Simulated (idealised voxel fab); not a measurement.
You're looking at the process module voxel transistor to metal.
FYI the section here is cut, 270 nm wide, cells are 5 nm squares.
Format of a cross-section: grid, square cells. Given as bands. Order: top down. Band: one or more rows of cells. Read a band's entry like this: the first values are the height of its top and the height of its bottom in nm, and what follows is the sequence of materials from left to right, each with its width in nm. Note that "blank" is empty space, and that a single material marked "everywhere" reaches across the band from edge to edge. We count height from 0. Below that, the starting wafer is all one material. The lowest band never ends at the bottom but goes on down; see "z 0 and below" for how that is written. It should be noted that a width expressed as "30 to 40" varies in equal increments from row to row of cells within the band, taking the value of the first number at the top row and that of the second number at the bottom row. What does "no alterations made" mean for a step? It means no cell of the cross-section changed in that step. Closed empty spaces (no open way to the top) of 8 cells or more are what "Sealed cavities" lists, each as width x height at distance from the left edge, nm for all three. Whatever follows a step's settings on its line is a remark the simulator itself makes about that step. When a step includes a mask, the "overlay nm" setting on its line states how far to the right of its planned place that mask lay, and negative values state how far to the left.
-- Process steps (planned)
1 RECEIVE,material Si
2 CONFORMAL_DEP,material SiO2,thk nm 5
3 CONFORMAL_DEP,material SiN,thk nm 10
4 MASKED_ETCH,tone cover,mask id ACTIVE,width nm 100,pitch nm 130,etch materials SiN,depth nm 10,overlay nm 0
5 MASKED_ETCH,tone cover,mask id ACTIVE,width nm 100,pitch nm 130,etch materials SiO2,depth nm 5,overlay nm 0
6 MASKED_ETCH,tone cover,mask id ACTIVE,width nm 100,pitch nm 130,etch materials Si,depth nm 25,overlay nm 0
7 OXIDIZE,depth nm 5
8 FILL_DEP,material SiO2,thk nm 10
9 CMP,height nm 15
10 SELECTIVE_ETCH,etch materials SiO2,depth nm 5
11 STRIP,etch materials SiN
12 SELECTIVE_ETCH,etch materials SiO2,depth nm 5
13 OXIDIZE,depth nm 5
14 DIRECTIONAL_DEP,material polySi,thk nm 30
15 DIRECTIONAL_DEP,material SiCN,thk nm 10
16 DIRECTIONAL_DEP,material aC,thk nm 15
17 PATTERN,tone cover,mask id GATE,material resist,width nm 30,pitch nm 130,thk nm 30,overlay nm 0
18 DIRECTIONAL_ETCH,etch materials aC,depth nm 15
19 STRIP,etch materials resist
20 DIRECTIONAL_ETCH,etch materials SiCN,depth nm 20
21 DIRECTIONAL_ETCH,etch materials polySi,depth nm 40
22 STRIP,etch materials aC
23 CONFORMAL_DEP,material SiN,thk nm 10
24 DIRECTIONAL_ETCH,etch materials SiN,depth nm 10
25 DIRECTIONAL_ETCH,etch materials SiO2,depth nm 5
26 DIRECTIONAL_ETCH,etch materials Si,depth nm 10
27 EPI,material pSi,thk nm 10
28 FILL_DEP,material SiO2,thk nm 10
29 CMP,height nm 30
30 STRIP,etch materials polySi
31 SELECTIVE_ETCH,etch materials SiO2,depth nm 5
32 CONFORMAL_DEP,material HfO2,thk nm 5
33 CONFORMAL_DEP,material TiN,thk nm 5
34 FILL_DEP,material W,thk nm 5
35 CMP,height nm 25
36 DIRECTIONAL_DEP,material SiO2,thk nm 15
37 PATTERN,tone open,mask id CONTACT,material resist,width nm 15,thk nm 20,overlay nm 0
38 DIRECTIONAL_ETCH,etch materials SiO2,depth nm 45
39 STRIP,etch materials resist
40 CONFORMAL_DEP,material TiN,thk nm 5
41 FILL_DEP,material Ru,thk nm 5
42 CMP,height nm 40
43 CONFORMAL_DEP,material SiCN,thk nm 5
44 DIRECTIONAL_DEP,material lowk,thk nm 15
45 MASKED_ETCH,tone open,mask id METAL_1,width nm 15,etch materials lowk,depth nm 15,overlay nm 0
46 MASKED_ETCH,tone open,mask id METAL_1,width nm 15,etch materials SiCN,depth nm 5,overlay nm 0
47 CONFORMAL_DEP,material TiN,thk nm 5
48 FILL_DEP,material Cu,thk nm 5
49 CMP,height nm 60
50 CONFORMAL_DEP,material SiCN,thk nm 5
51 DIRECTIONAL_DEP,material SiO2,thk nm 35
52 PATTERN,tone open,mask id METAL_2,material resist,width nm 15,pitch nm 130,thk nm 15,overlay nm 0
53 DIRECTIONAL_ETCH,etch materials SiO2,depth nm 20
54 STRIP,etch materials resist
55 DIRECTIONAL_DEP,material aC,thk nm 10
56 PATTERN,tone open,mask id METAL_2_HOLES,material resist,width nm 15,pitch nm 130,thk nm 30,overlay nm 0
57 DIRECTIONAL_ETCH,etch materials aC,depth nm 10
58 STRIP,etch materials resist
59 DIRECTIONAL_ETCH,etch materials SiO2,depth nm 15
60 DIRECTIONAL_ETCH,etch materials SiCN,depth nm 5
61 STRIP,etch materials aC
62 CONFORMAL_DEP,material TiN,thk nm 5
63 FILL_DEP,material Ru,thk nm 5
64 CMP,height nm 100
65 CONFORMAL_DEP,material SiN,thk nm 5
-- This is the cross-section of the wafer as we received it, i.e. after step 1
* z 0 and below = Si everywhere
* Sealed cavities: none
-- Wafer cross-section at end of module: start and plan as shown above, one execution error
* z 105 to 100 = SiN everywhere
* z 100 to 65 = SiO2=25 / TiN=5 / Ru=5 / TiN=5 / SiO2=115 / TiN=5 / Ru=5 / TiN=5 / SiO2=100
* z 65 to 60 = SiCN=25 / TiN=15 / SiCN=115 / TiN=15 / SiCN=100
* z 60 to 55 = TiN=30 / Cu=5 / TiN=70 / Cu=5 / TiN=50 / Cu=5 / TiN=70 / Cu=5 / TiN=30
* z 55 to 40 = lowk=25 / TiN=5 / Cu=5 / TiN=5 / lowk=60 / TiN=5 / Cu=5 / TiN=5 / lowk=40 / TiN=5 / Cu=5 / TiN=5 / lowk=60 / TiN=5 / Cu=5 / TiN=5 / lowk=25
* z 40 to 35 = SiCN=25 / TiN=15 / SiCN=60 / TiN=15 / SiCN=40 / TiN=15 / SiCN=60 / TiN=15 / SiCN=25
* z 35 to 25 = SiO2=25 / TiN=5 / Ru=5 / TiN=5 / SiO2=60 / TiN=5 / Ru=5 / TiN=5 / SiO2=40 / TiN=5 / Ru=5 / TiN=5 / SiO2=60 / TiN=5 / Ru=5 / TiN=5 / SiO2=25
* z 25 to 10 = SiO2=25 / TiN=5 / Ru=5 / TiN=5 / SiO2=5 / SiN=10 / HfO2=5 / TiN=5 / W=10 / TiN=5 / HfO2=5 / SiN=10 / SiO2=5 / TiN=5 / Ru=5 / TiN=5 / SiO2=40 / TiN=5 / Ru=5 / TiN=5 / SiO2=5 / SiN=10 / HfO2=5 / TiN=5 / W=10 / TiN=5 / HfO2=5 / SiN=10 / SiO2=5 / TiN=5 / Ru=5 / TiN=5 / SiO2=25
* z 10 to 5 = SiO2=25 / TiN=15 / SiO2=5 / SiN=10 / HfO2=5 / TiN=5 / W=10 / TiN=5 / HfO2=5 / SiN=10 / SiO2=5 / TiN=15 / SiO2=40 / TiN=15 / SiO2=5 / SiN=10 / HfO2=5 / TiN=5 / W=10 / TiN=5 / HfO2=5 / SiN=10 / SiO2=5 / TiN=15 / SiO2=25
* z 5 to 0 = SiO2=15 / SiN=10 / TiN=10 / pSi=10 / SiN=10 / HfO2=5 / TiN=20 / HfO2=5 / SiN=10 / pSi=10 / TiN=10 / SiN=10 / SiO2=20 / SiN=10 / TiN=10 / pSi=10 / SiN=10 / HfO2=5 / TiN=20 / HfO2=5 / SiN=10 / pSi=10 / TiN=10 / SiN=10 / SiO2=15
* z 0 to -5 = SiO2=25 / TiN=10 / pSi=10 / SiO2=5 / HfO2=40 / SiO2=5 / pSi=10 / TiN=10 / SiO2=40 / TiN=10 / pSi=10 / SiO2=5 / HfO2=40 / SiO2=5 / pSi=10 / TiN=10 / SiO2=25
* z -5 to -15 = SiO2=25 / pSi=20 / Si=50 / pSi=20 / SiO2=40 / pSi=20 / Si=50 / pSi=20 / SiO2=25
* z -15 to -30 = SiO2=25 / Si=90 / SiO2=40 / Si=90 / SiO2=25
* z -30 and below = Si everywhere
* Sealed cavities: none
So what did we get wrong on this run? step 42: run off-plan, actual operation and settings CMP,height nm 35
